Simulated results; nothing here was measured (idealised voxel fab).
process module | voxel capacitor over wiring
cross-section cut | 235 nm wide | cells 5 nm
A cross-section is a grid of square cells, given in bands from the top down. A band is one or more rows of cells.
Each band's line starts with the height of the band's top and of its bottom, in nm. Then come its materials from left to right, each with its width in nm. One material with "throughout" fills the band from edge to edge. "air" is empty space.
Height 0 is the level under which the wafer as received is all one material. The lowest band goes on downwards, as in "0 down".
A width such as "30 to 40" changes by the same amount from each row of cells to the next, from the band's top row to its bottom row.
"no change" after a step means that no cell of the cross-section changed.
closed voids: empty space of 8 cells or more with no open way to the top, each as width x height at its distance from the left edge, in nm
after a step's settings: what the simulator itself notes on the step
overlay nm, on a step with a mask: how far to the right of its planned place the mask lay; to the left if negative
plan
1 op RECEIVE | material Si
2 op CONFORMAL_DEP | material SiO2 | thk nm 10
3 op DIRECTIONAL_DEP | material TiN | thk nm 5
4 op DIRECTIONAL_DEP | material Ru | thk nm 25
5 op DIRECTIONAL_DEP | material aC | thk nm 10
6 op PATTERN | tone cover | mask id METAL_1 | material resist | width nm 30 | pitch nm 80 | thk nm 25 | overlay nm 0
7 op DIRECTIONAL_ETCH | etch materials aC | depth nm 10
8 op STRIP | etch materials resist
9 op DIRECTIONAL_ETCH | etch materials Ru | depth nm 25
10 op DIRECTIONAL_ETCH | etch materials TiN | depth nm 5
11 op STRIP | etch materials aC
12 op CONFORMAL_DEP | material SiCN | thk nm 5
13 op FILL_DEP | material lowk | thk nm 10
14 op CMP | height nm 40
15 op CONFORMAL_DEP | material SiCN | thk nm 5
16 op DIRECTIONAL_DEP | material lowk | thk nm 10
17 op MASKED_ETCH | tone open | mask id PLUG_1 | width nm 15 | etch materials lowk | depth nm 10 | overlay nm 0
18 op MASKED_ETCH | tone open | mask id PLUG_1 | width nm 15 | etch materials SiCN | depth nm 5 | overlay nm 0
19 op CONFORMAL_DEP | material TiN | thk nm 5
20 op FILL_DEP | material Cu | thk nm 10
21 op CMP | height nm 55
22 op DIRECTIONAL_DEP | material TiN | thk nm 10
23 op DIRECTIONAL_DEP | material Al2O3 | thk nm 5
24 op DIRECTIONAL_DEP | material TiN | thk nm 5
25 op PATTERN | tone cover | mask id UPPER_PLATE | material resist | width nm 55 | thk nm 15 | overlay nm 0
26 op DIRECTIONAL_ETCH | etch materials TiN | depth nm 5
27 op DIRECTIONAL_ETCH | etch materials Al2O3 | depth nm 5
28 op STRIP | etch materials resist
29 op MASKED_ETCH | tone cover | mask id LOWER_PLATE | width nm 65 | etch materials TiN | depth nm 10 | overlay nm 0
30 op FILL_DEP | material SiO2 | thk nm 15
31 op CMP | height nm 85
32 op PATTERN | tone open | mask id PLUG_2 | material resist | width nm 15 | thk nm 20 | overlay nm 0
33 op DIRECTIONAL_ETCH | etch materials SiO2 | depth nm 10
34 op STRIP | etch materials resist
35 op CONFORMAL_DEP | material TiN | thk nm 5
36 op FILL_DEP | material Cu | thk nm 10
37 op CMP | height nm 85
38 op CONFORMAL_DEP | material SiN | thk nm 5
first wafer, as planned
as received, after step 1
  0 down: Si throughout
  closed voids: none
after step 2
  10 to 0: SiO2 throughout
  below 0: unchanged
after step 3
  15 to 10: TiN throughout
  below 10: unchanged
after step 4
  40 to 15: Ru throughout
  below 15: unchanged
after step 5
  50 to 40: aC throughout
  below 40: unchanged
after step 6
  75 to 50: air 60 | resist 30 | air 50 | resist 30 | air 65
  below 50: unchanged
after step 7
  65 to 50: air 60 | resist 30 | air 50 | resist 30 | air 65
  50 to 40: air 60 | aC 30 | air 50 | aC 30 | air 65
  below 40: unchanged
after step 8
  50 to 40: air 60 | aC 30 | air 50 | aC 30 | air 65
  below 40: unchanged
after step 9
  50 to 40: air 60 | aC 30 | air 50 | aC 30 | air 65
  40 to 15: air 60 | Ru 30 | air 50 | Ru 30 | air 65
  below 15: unchanged
after step 10
  50 to 40: air 60 | aC 30 | air 50 | aC 30 | air 65
  40 to 15: air 60 | Ru 30 | air 50 | Ru 30 | air 65
  15 to 10: air 60 | TiN 30 | air 50 | TiN 30 | air 65
  below 10: unchanged
after step 11
  40 to 15: air 60 | Ru 30 | air 50 | Ru 30 | air 65
  below 15: unchanged
after step 12
  45 to 40: air 55 | SiCN 40 | air 40 | SiCN 40 | air 60
  40 to 15: air 55 | SiCN 5 | Ru 30 | SiCN 5 | air 40 | SiCN 5 | Ru 30 | SiCN 5 | air 60
  15 to 10: SiCN 60 | TiN 30 | SiCN 50 | TiN 30 | SiCN 65
  below 10: unchanged
after step 13
  55 to 45: lowk throughout
  45 to 40: lowk 55 | SiCN 40 | lowk 40 | SiCN 40 | lowk 60
  40 to 15: lowk 55 | SiCN 5 | Ru 30 | SiCN 5 | lowk 40 | SiCN 5 | Ru 30 | SiCN 5 | lowk 60
  below 15: unchanged
after step 14
  40 to 15: lowk 55 | SiCN 5 | Ru 30 | SiCN 5 | lowk 40 | SiCN 5 | Ru 30 | SiCN 5 | lowk 60
  below 15: unchanged
after step 15
  45 to 40: SiCN throughout
  below 40: unchanged
after step 16
  55 to 45: lowk throughout
  below 45: unchanged
after step 17
  55 to 45: lowk 75 | air 15 | lowk 145
  below 45: unchanged
after step 18
  55 to 45: lowk 75 | air 15 | lowk 145
  45 to 40: SiCN 75 | air 15 | SiCN 145
  below 40: unchanged
after step 19
  60 to 55: TiN 80 | air 5 | TiN 150
  55 to 45: lowk 75 | TiN 5 | air 5 | TiN 5 | lowk 145
  45 to 40: SiCN 75 | TiN 15 | SiCN 145
  below 40: unchanged
after step 20
  70 to 60: Cu throughout
  60 to 55: TiN 80 | Cu 5 | TiN 150
  55 to 45: lowk 75 | TiN 5 | Cu 5 | TiN 5 | lowk 145
  below 45: unchanged
after step 21
  55 to 45: lowk 75 | TiN 5 | Cu 5 | TiN 5 | lowk 145
  below 45: unchanged
after step 22
  65 to 55: TiN throughout
  below 55: unchanged
after step 23
  70 to 65: Al2O3 throughout
  below 65: unchanged
after step 24
  75 to 70: TiN throughout
  below 70: unchanged
after step 25
  90 to 75: air 75 | resist 55 | air 105
  below 75: unchanged
after step 26
  90 to 75: air 75 | resist 55 | air 105
  75 to 70: air 75 | TiN 55 | air 105
  below 70: unchanged
after step 27
  90 to 75: air 75 | resist 55 | air 105
  75 to 70: air 75 | TiN 55 | air 105
  70 to 65: air 75 | Al2O3 55 | air 105
  below 65: unchanged
after step 28
  75 to 70: air 75 | TiN 55 | air 105
  below 70: unchanged
after step 29
  75 to 70: air 75 | TiN 55 | air 105
  70 to 65: air 75 | Al2O3 55 | air 105
  65 to 55: air 70 | TiN 65 | air 100
  below 55: unchanged
after step 30
  90 to 75: SiO2 throughout
  75 to 70: SiO2 75 | TiN 55 | SiO2 105
  70 to 65: SiO2 75 | Al2O3 55 | SiO2 105
  65 to 55: SiO2 70 | TiN 65 | SiO2 100
  below 55: unchanged
after step 31
  85 to 75: SiO2 throughout
  below 75: unchanged
after step 32
  105 to 85: resist 85 | air 15 | resist 135
  below 85: unchanged
after step 33
  105 to 85: resist 85 | air 15 | resist 135
  85 to 75: SiO2 85 | air 15 | SiO2 135
  below 75: unchanged
after step 34
  85 to 75: SiO2 85 | air 15 | SiO2 135
  below 75: unchanged
after step 35
  90 to 85: TiN 90 | air 5 | TiN 140
  85 to 80: SiO2 85 | TiN 5 | air 5 | TiN 5 | SiO2 135
  80 to 70: SiO2 85 to 75 | TiN 15 to 55 | SiO2 135 to 105
  below 70: unchanged
after step 36
  100 to 90: Cu throughout
  90 to 85: TiN 90 | Cu 5 | TiN 140
  85 to 80: SiO2 85 | TiN 5 | Cu 5 | TiN 5 | SiO2 135
  below 80: unchanged
after step 37
  85 to 80: SiO2 85 | TiN 5 | Cu 5 | TiN 5 | SiO2 135
  below 80: unchanged
after step 38
  90 to 85: SiN throughout
  below 85: unchanged
second wafer: like start, like plan, one mistake. Through step 5 it matches the first wafer
when step 6 should have ended
  75 to 50: resist 60 | air 30 | resist 50 | air 30 | resist 65
  below 50: unchanged
when step 7 should have ended
  65 to 50: resist 60 | air 30 | resist 50 | air 30 | resist 65
  50 to 40: aC 60 | air 30 | aC 50 | air 30 | aC 65
  below 40: unchanged
when step 8 should have ended
  50 to 40: aC 60 | air 30 | aC 50 | air 30 | aC 65
  below 40: unchanged
when step 9 should have ended
  50 to 40: aC 60 | air 30 | aC 50 | air 30 | aC 65
  40 to 15: Ru 60 | air 30 | Ru 50 | air 30 | Ru 65
  below 15: unchanged
when step 10 should have ended
  50 to 40: aC 60 | air 30 | aC 50 | air 30 | aC 65
  40 to 15: Ru 60 | air 30 | Ru 50 | air 30 | Ru 65
  15 to 10: TiN 60 | air 30 | TiN 50 | air 30 | TiN 65
  below 10: unchanged
when step 11 should have ended
  40 to 15: Ru 60 | air 30 | Ru 50 | air 30 | Ru 65
  below 15: unchanged
when step 12 should have ended
  45 to 40: SiCN 65 | air 20 | SiCN 60 | air 20 | SiCN 70
  40 to 15: Ru 60 | SiCN 5 | air 20 | SiCN 5 | Ru 50 | SiCN 5 | air 20 | SiCN 5 | Ru 65
  15 to 10: TiN 60 | SiCN 30 | TiN 50 | SiCN 30 | TiN 65
  below 10: unchanged
when step 13 should have ended
  55 to 45: lowk throughout
  45 to 40: SiCN 65 | lowk 20 | SiCN 60 | lowk 20 | SiCN 70
  40 to 15: Ru 60 | SiCN 5 | lowk 20 | SiCN 5 | Ru 50 | SiCN 5 | lowk 20 | SiCN 5 | Ru 65
  below 15: unchanged
when step 14 should have ended
  40 to 15: Ru 60 | SiCN 5 | lowk 20 | SiCN 5 | Ru 50 | SiCN 5 | lowk 20 | SiCN 5 | Ru 65
  below 15: unchanged
when step 15 should have ended
  45 to 40: SiCN throughout
  below 40: unchanged
when step 16 should have ended
  55 to 45: lowk throughout
  below 45: unchanged
when step 17 should have ended
  55 to 45: lowk 75 | air 15 | lowk 145
  below 45: unchanged
when step 18 should have ended
  55 to 45: lowk 75 | air 15 | lowk 145
  45 to 40: SiCN 75 | air 15 | SiCN 145
  below 40: unchanged
when step 19 should have ended
  60 to 55: TiN 80 | air 5 | TiN 150
  55 to 45: lowk 75 | TiN 5 | air 5 | TiN 5 | lowk 145
  45 to 40: SiCN 75 | TiN 15 | SiCN 145
  below 40: unchanged
when step 20 should have ended
  70 to 60: Cu throughout
  60 to 55: TiN 80 | Cu 5 | TiN 150
  55 to 45: lowk 75 | TiN 5 | Cu 5 | TiN 5 | lowk 145
  below 45: unchanged
when step 21 should have ended
  55 to 45: lowk 75 | TiN 5 | Cu 5 | TiN 5 | lowk 145
  below 45: unchanged
when step 22 should have ended
  65 to 55: TiN throughout
  below 55: unchanged
when step 23 should have ended
  70 to 65: Al2O3 throughout
  below 65: unchanged
when step 24 should have ended
  75 to 70: TiN throughout
  below 70: unchanged
when step 25 should have ended
  90 to 75: air 75 | resist 55 | air 105
  below 75: unchanged
when step 26 should have ended
  90 to 75: air 75 | resist 55 | air 105
  75 to 70: air 75 | TiN 55 | air 105
  below 70: unchanged
when step 27 should have ended
  90 to 75: air 75 | resist 55 | air 105
  75 to 70: air 75 | TiN 55 | air 105
  70 to 65: air 75 | Al2O3 55 | air 105
  below 65: unchanged
when step 28 should have ended
  75 to 70: air 75 | TiN 55 | air 105
  below 70: unchanged
when step 29 should have ended
  75 to 70: air 75 | TiN 55 | air 105
  70 to 65: air 75 | Al2O3 55 | air 105
  65 to 55: air 70 | TiN 65 | air 100
  below 55: unchanged
when step 30 should have ended
  90 to 75: SiO2 throughout
  75 to 70: SiO2 75 | TiN 55 | SiO2 105
  70 to 65: SiO2 75 | Al2O3 55 | SiO2 105
  65 to 55: SiO2 70 | TiN 65 | SiO2 100
  below 55: unchanged
when step 31 should have ended
  85 to 75: SiO2 throughout
  below 75: unchanged
when step 32 should have ended
  105 to 85: resist 85 | air 15 | resist 135
  below 85: unchanged
when step 33 should have ended
  105 to 85: resist 85 | air 15 | resist 135
  85 to 75: SiO2 85 | air 15 | SiO2 135
  below 75: unchanged
when step 34 should have ended
  85 to 75: SiO2 85 | air 15 | SiO2 135
  below 75: unchanged
when step 35 should have ended
  90 to 85: TiN 90 | air 5 | TiN 140
  85 to 80: SiO2 85 | TiN 5 | air 5 | TiN 5 | SiO2 135
  80 to 70: SiO2 85 to 75 | TiN 15 to 55 | SiO2 135 to 105
  below 70: unchanged
when step 36 should have ended
  100 to 90: Cu throughout
  90 to 85: TiN 90 | Cu 5 | TiN 140
  85 to 80: SiO2 85 | TiN 5 | Cu 5 | TiN 5 | SiO2 135
  below 80: unchanged
when step 37 should have ended
  85 to 80: SiO2 85 | TiN 5 | Cu 5 | TiN 5 | SiO2 135
  below 80: unchanged
when step 38 should have ended
  90 to 85: SiN throughout
  below 85: unchanged
what went wrong: step 6 ran as: op PATTERN | tone open | mask id METAL_1 | material resist | width nm 30 | pitch nm 80 | thk nm 25 | overlay nm 0
at the end the second wafer has, in cells: 115 more of Ru | 23 fewer of SiCN | 23 more of TiN | 115 fewer of lowk
